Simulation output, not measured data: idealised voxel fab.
process module | voxel self aligned contacts
cross-section cut | 235 nm wide | cells 5 nm
A cross-section is a grid of square cells, given in bands from the top down. A band is one or more rows of cells.
Each band's line starts with the height of the band's top and of its bottom, in nm. Then come its materials from left to right, each with its width in nm. One material with "throughout" fills the band from edge to edge. "air" is empty space.
Height 0 is the level under which the wafer as received is all one material. The lowest band goes on downwards, as in "0 down".
A width such as "30 to 40" changes by the same amount from each row of cells to the next, from the band's top row to its bottom row.
"no change" after a step means that no cell of the cross-section changed.
closed voids: empty space of 8 cells or more with no open way to the top, each as width x height at its distance from the left edge, in nm
after a step's settings: what the simulator itself notes on the step
overlay nm, on a step with a mask: how far to the right of its planned place the mask lay; to the left if negative
plan
1 op RECEIVE | material Si
2 op OXIDIZE | depth nm 5
3 op DIRECTIONAL_DEP | material polySi | thk nm 20
4 op DIRECTIONAL_DEP | material SiN | thk nm 15
5 op DIRECTIONAL_DEP | material aC | thk nm 15
6 op PATTERN | tone cover | mask id GATE | material resist | width nm 35 | pitch nm 60 | thk nm 30 | overlay nm 0
7 op DIRECTIONAL_ETCH | etch materials aC | depth nm 15
8 op STRIP | etch materials resist
9 op DIRECTIONAL_ETCH | etch materials SiN | depth nm 15
10 op DIRECTIONAL_ETCH | etch materials polySi | depth nm 20
11 op STRIP | etch materials aC
12 op CONFORMAL_DEP | material SiN | thk nm 5
13 op DIRECTIONAL_ETCH | etch materials SiN | depth nm 5
14 op FILL_DEP | material SiO2 | thk nm 10
15 op CMP | height nm 40
16 op DIRECTIONAL_DEP | material aC | thk nm 10
17 op PATTERN | tone open | mask id CONTACT | material resist | width nm 35 | thk nm 30 | overlay nm 0
18 op DIRECTIONAL_ETCH | etch materials aC | depth nm 10
19 op STRIP | etch materials resist
20 op DIRECTIONAL_ETCH | etch materials SiO2 | depth nm 45
21 op STRIP | etch materials aC
22 op CONFORMAL_DEP | material TiN | thk nm 5
23 op FILL_DEP | material Ru | thk nm 10
24 op CMP | height nm 40
25 op CONFORMAL_DEP | material SiN | thk nm 5
as received, after step 1
  0 down: Si throughout
  closed voids: none
a wafer at the end: this start, this plan, one mistake
  45 to 40: SiN throughout
  40 to 35: SiO2 100 | TiN 10 | Ru 15 | TiN 10 | SiO2 100
  35 to 20: SiO2 70 | SiN 35 | TiN 5 | Ru 15 | TiN 5 | SiN 35 | SiO2 70
  20 to 0: SiO2 70 | SiN 5 | polySi 25 | SiN 5 | TiN 5 | Ru 15 | TiN 5 | SiN 5 | polySi 25 | SiN 5 | SiO2 70
  0 to -5: SiO2 105 | TiN 25 | SiO2 105
  -5 down: Si throughout
  closed voids: none
what went wrong: step 6 ran as: op PATTERN | tone cover | mask id GATE | material resist | width nm 25 | pitch nm 60 | thk nm 30 | overlay nm 0
